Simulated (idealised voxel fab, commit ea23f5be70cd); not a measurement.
Process module heading - voxel transistor to metal
This is section cut - it's 255 nm across, gridded in 5 nm square cells.
In what follows, cross-sections appear as grids of square cells, described through bands that run from the top down, where every band is one or more rows of cells. Heads up on the band format: heights come first, top then bottom, in nm. After that it's the materials left to right, each with its width in nm. A single material flagged "all across" fills the whole band edge to edge, and "blank" means there's empty space there. Note: height 0 marks the level under which the wafer is uniformly one material as received. Lowest band unbounded below, written "0 and below". Quick explanation for "30 to 40": the width changes in equal steps down the rows of cells, from the first number in the band's top row to the second number in its bottom row. "no modification" for a step: no cell of the cross-section changed in that step. "Enclosed void listing" means: voids of 8 cells or more that are shut off from the top with no open way through. Written width x height at distance, distance from the left edge, in nm. On each step's line, the part that comes after the settings is the simulator's own comment on the step. overlay nm: mask offset rightward from planned place, masked step; negative means leftward offset.
THESE ARE THE STEPS WE PLANNED FOR THE PROCESS
1: RECEIVE: material Si
2: CONFORMAL_DEP: material SiO2, thk nm 5
3: CONFORMAL_DEP: material SiN, thk nm 15
4: MASKED_ETCH: tone cover, mask id ACTIVE, width nm 90, pitch nm 110, etch materials SiN, depth nm 15, overlay nm 0
5: MASKED_ETCH: tone cover, mask id ACTIVE, width nm 90, pitch nm 110, etch materials SiO2, depth nm 5, overlay nm 0
6: MASKED_ETCH: tone cover, mask id ACTIVE, width nm 90, pitch nm 110, etch materials Si, depth nm 25, overlay nm 0
7: OXIDIZE: depth nm 5
8: FILL_DEP: material SiO2, thk nm 10
9: CMP: height nm 20
10: SELECTIVE_ETCH: etch materials SiO2, depth nm 10
11: STRIP: etch materials SiN
12: SELECTIVE_ETCH: etch materials SiO2, depth nm 5
13: OXIDIZE: depth nm 5
14: DIRECTIONAL_DEP: material polySi, thk nm 25
15: DIRECTIONAL_DEP: material SiCN, thk nm 15
16: PATTERN: tone cover, mask id GATE, material resist, width nm 20, pitch nm 110, thk nm 20, overlay nm 0
17: DIRECTIONAL_ETCH: etch materials SiCN, depth nm 25
18: DIRECTIONAL_ETCH: etch materials polySi, depth nm 35
19: STRIP: etch materials resist
20: CONFORMAL_DEP: material SiN, thk nm 10
21: DIRECTIONAL_ETCH: etch materials SiN, depth nm 10
22: DIRECTIONAL_ETCH: etch materials SiO2, depth nm 5
23: DIRECTIONAL_ETCH: etch materials Si, depth nm 10
24: EPI: material nSi, thk nm 15
25: FILL_DEP: material SiO2, thk nm 5
26: CMP: height nm 40
27: DIRECTIONAL_DEP: material SiO2, thk nm 10
28: PATTERN: tone open, mask id CONTACT, material resist, width nm 25, pitch nm 55, thk nm 15, overlay nm 0
29: DIRECTIONAL_ETCH: etch materials SiO2, depth nm 50
30: STRIP: etch materials resist
31: CONFORMAL_DEP: material TiN, thk nm 5
32: FILL_DEP: material Ru, thk nm 5
33: CMP: height nm 50
34: DIRECTIONAL_DEP: material TiN, thk nm 5
35: DIRECTIONAL_DEP: material Ru, thk nm 15
36: MASKED_ETCH: tone cover, mask id METAL_1, width nm 15, etch materials Ru, depth nm 15, overlay nm 0
37: MASKED_ETCH: tone cover, mask id METAL_1, width nm 15, etch materials TiN, depth nm 5, overlay nm 0
38: CONFORMAL_DEP: material SiN, thk nm 5
39: FILL_DEP: material SiO2, thk nm 10
40: CMP: height nm 70
41: CONFORMAL_DEP: material SiCN, thk nm 5
42: DIRECTIONAL_DEP: material SiO2, thk nm 30
43: MASKED_ETCH: tone open, mask id METAL_2, width nm 15, pitch nm 110, etch materials SiO2, depth nm 15, overlay nm 0
44: DIRECTIONAL_DEP: material aC, thk nm 10
45: PATTERN: tone open, mask id METAL_2_HOLES, material resist, width nm 15, pitch nm 110, thk nm 30, overlay nm 0
46: DIRECTIONAL_ETCH: etch materials aC, depth nm 10
47: STRIP: etch materials resist
48: DIRECTIONAL_ETCH: etch materials SiO2, depth nm 15
49: DIRECTIONAL_ETCH: etch materials SiCN, depth nm 5
50: STRIP: etch materials aC
51: CONFORMAL_DEP: material TiN, thk nm 5
52: FILL_DEP: material Ru, thk nm 5
53: CMP: height nm 105
54: CONFORMAL_DEP: material SiN, thk nm 5
The value of depth nm given for step 37 in the plan refers to the first wafer; the wafers vary in this setting and are alike at the start.
CROSS-SECTION OF THE FIRST INCOMING WAFER OF SEVERAL, STATE AFTER STEP 1
> 0 and below: Si all across
> Enclosed void listing: none
HERE IS THE CROSS-SECTION OF THE FIRST OF SEVERAL WAFERS AT THE END OF THE MODULE, AFTER ITS LAST STEP, STEP 54
> 110 down to 105: SiN all across
> 105 down to 75: SiO2 (30), then TiN (5), then Ru (5), then TiN (5), then SiO2 (95), then TiN (5), then Ru (5), then TiN (5), then SiO2 (100)
> 75 down to 70: SiCN (30), then TiN (15), then SiCN (95), then TiN (15), then SiCN (100)
> 70 down to 55: SiO2 (25), then SiN (5), then Ru (15), then SiN (5), then SiO2 (40), then SiN (5), then Ru (15), then SiN (5), then SiO2 (20), then SiN (5), then Ru (15), then SiN (5), then SiO2 (40), then SiN (5), then Ru (15), then SiN (5), then SiO2 (30)
> 55 down to 50: SiN (30), then TiN (15), then SiN (50), then TiN (15), then SiN (30), then TiN (15), then SiN (50), then TiN (15), then SiN (35)
> 50 down to 40: SiO2 (30), then TiN (5), then Ru (15 to 10), then TiN (5 to 10), then SiO2 (30), then TiN (5 to 10), then Ru (15 to 10), then TiN (5), then SiO2 (30), then TiN (5), then Ru (15 to 10), then TiN (5 to 10), then SiO2 (30), then TiN (5 to 10), then Ru (15 to 10), then TiN (5), then SiO2 (35)
> 40 down to 25: SiO2 (30), then TiN (5), then Ru (10), then TiN (5), then SiN (10), then SiCN (20), then SiN (10), then TiN (5), then Ru (10), then TiN (5), then SiO2 (30), then TiN (5), then Ru (10), then TiN (5), then SiN (10), then SiCN (20), then SiN (10), then TiN (5), then Ru (10), then TiN (5), then SiO2 (35)
> 25 down to 15: SiO2 (30), then TiN (5), then Ru (10), then TiN (5), then SiN (10), then polySi (20), then SiN (10), then TiN (5), then Ru (10), then TiN (5), then SiO2 (30), then TiN (5), then Ru (10), then TiN (5), then SiN (10), then polySi (20), then SiN (10), then TiN (5), then Ru (10), then TiN (5), then SiO2 (35)
> 15 down to 10: SiO2 (30), then TiN (20), then SiN (10), then polySi (20), then SiN (10), then TiN (20), then SiO2 (30), then TiN (20), then SiN (10), then polySi (20), then SiN (10), then TiN (20), then SiO2 (35)
> 10 down to 5: SiO2 (30), then TiN (5), then nSi (15), then SiN (10), then polySi (20), then SiN (10), then nSi (15), then TiN (5), then SiO2 (30), then TiN (5), then nSi (15), then SiN (10), then polySi (20), then SiN (10), then nSi (15), then TiN (5), then SiO2 (35)
> 5 down to 0: SiO2 (20), then SiN (10), then TiN (5), then nSi (15), then SiN (10), then polySi (20), then SiN (10), then nSi (15), then TiN (5), then SiN (10), then SiO2 (10), then SiN (10), then TiN (5), then nSi (15), then SiN (10), then polySi (20), then SiN (10), then nSi (15), then TiN (5), then SiN (10), then SiO2 (25)
> 0 down to -5: SiO2 (30), then nSi (20), then SiO2 (40), then nSi (20), then SiO2 (30), then nSi (20), then SiO2 (40), then nSi (20), then SiO2 (35)
> -5 down to -15: SiO2 (30), then nSi (20), then Si (40), then nSi (20), then SiO2 (30), then nSi (20), then Si (40), then nSi (20), then SiO2 (35)
> -15 down to -30: SiO2 (30), then Si (80), then SiO2 (30), then Si (80), then SiO2 (35)
> -30 and below: Si all across
> Enclosed void listing: none
OF THE SEVERAL WAFERS, THE LAST: CROSS-SECTION AT THE END OF THE MODULE
> 110 down to 105: SiN all across
> 105 down to 75: SiO2 (30), then TiN (5), then Ru (5), then TiN (5), then SiO2 (95), then TiN (5), then Ru (5), then TiN (5), then SiO2 (100)
> 75 down to 70: SiCN (30), then TiN (15), then SiCN (95), then TiN (15), then SiCN (100)
> 70 down to 55: SiO2 (25), then SiN (5), then Ru (15), then SiN (5), then SiO2 (40), then SiN (5), then Ru (15), then SiN (5), then SiO2 (20), then SiN (5), then Ru (15), then SiN (5), then SiO2 (40), then SiN (5), then Ru (15), then SiN (5), then SiO2 (30)
> 55 down to 50: SiN (30), then TiN (15), then SiN (50), then TiN (15), then SiN (30), then TiN (15), then SiN (50), then TiN (15), then SiN (35)
> 50 down to 45: SiO2 (30), then TiN (5), then Ru (15), then SiN (5), then SiO2 (30), then SiN (5), then Ru (15), then TiN (5), then SiO2 (30), then TiN (5), then Ru (15), then SiN (5), then SiO2 (30), then SiN (5), then Ru (15), then TiN (5), then SiO2 (35)
> 45 down to 40: SiO2 (30), then TiN (5), then Ru (10), then TiN (5), then SiN (5), then SiO2 (30), then SiN (5), then TiN (5), then Ru (10), then TiN (5), then SiO2 (30), then TiN (5), then Ru (10), then TiN (5), then SiN (5), then SiO2 (30), then SiN (5), then TiN (5), then Ru (10), then TiN (5), then SiO2 (35)
> 40 down to 25: SiO2 (30), then TiN (5), then Ru (10), then TiN (5), then SiN (10), then SiCN (20), then SiN (10), then TiN (5), then Ru (10), then TiN (5), then SiO2 (30), then TiN (5), then Ru (10), then TiN (5), then SiN (10), then SiCN (20), then SiN (10), then TiN (5), then Ru (10), then TiN (5), then SiO2 (35)
> 25 down to 15: SiO2 (30), then TiN (5), then Ru (10), then TiN (5), then SiN (10), then polySi (20), then SiN (10), then TiN (5), then Ru (10), then TiN (5), then SiO2 (30), then TiN (5), then Ru (10), then TiN (5), then SiN (10), then polySi (20), then SiN (10), then TiN (5), then Ru (10), then TiN (5), then SiO2 (35)
> 15 down to 10: SiO2 (30), then TiN (20), then SiN (10), then polySi (20), then SiN (10), then TiN (20), then SiO2 (30), then TiN (20), then SiN (10), then polySi (20), then SiN (10), then TiN (20), then SiO2 (35)
> 10 down to 5: SiO2 (30), then TiN (5), then nSi (15), then SiN (10), then polySi (20), then SiN (10), then nSi (15), then TiN (5), then SiO2 (30), then TiN (5), then nSi (15), then SiN (10), then polySi (20), then SiN (10), then nSi (15), then TiN (5), then SiO2 (35)
> 5 down to 0: SiO2 (20), then SiN (10), then TiN (5), then nSi (15), then SiN (10), then polySi (20), then SiN (10), then nSi (15), then TiN (5), then SiN (10), then SiO2 (10), then SiN (10), then TiN (5), then nSi (15), then SiN (10), then polySi (20), then SiN (10), then nSi (15), then TiN (5), then SiN (10), then SiO2 (25)
> 0 down to -5: SiO2 (30), then nSi (20), then SiO2 (40), then nSi (20), then SiO2 (30), then nSi (20), then SiO2 (40), then nSi (20), then SiO2 (35)
> -5 down to -15: SiO2 (30), then nSi (20), then Si (40), then nSi (20), then SiO2 (30), then nSi (20), then Si (40), then nSi (20), then SiO2 (35)
> -15 down to -30: SiO2 (30), then Si (80), then SiO2 (30), then Si (80), then SiO2 (35)
> -30 and below: Si all across
> Enclosed void listing: none
THE TABLE BELOW HAS ONE ROW FOR EACH WAFER; A ROW SHOWS, AS OF THE END OF THE MODULE, HOW MANY CELLS OF EACH MATERIAL THE WAFER HAS GAINED, MARKED (+), OR LOST, MARKED (-), SINCE IT WAS RECEIVED, AND THEN THE WAFER'S CLOSED VOIDS
depth nm 5 | +108 Ru | -178 Si | +69 SiCN | +186 SiN | +699 SiO2 | +126 TiN | +72 nSi | +40 polySi | Enclosed void listing: none
depth nm 10 | +108 Ru | -178 Si | +69 SiCN | +190 SiN | +699 SiO2 | +122 TiN | +72 nSi | +40 polySi | Enclosed void listing: none
depth nm 15 | +108 Ru | -178 Si | +69 SiCN | +194 SiN | +699 SiO2 | +118 TiN | +72 nSi | +40 polySi | Enclosed void listing: none
depth nm 20 | +108 Ru | -178 Si | +69 SiCN | +194 SiN | +699 SiO2 | +118 TiN | +72 nSi | +40 polySi | Enclosed void listing: none
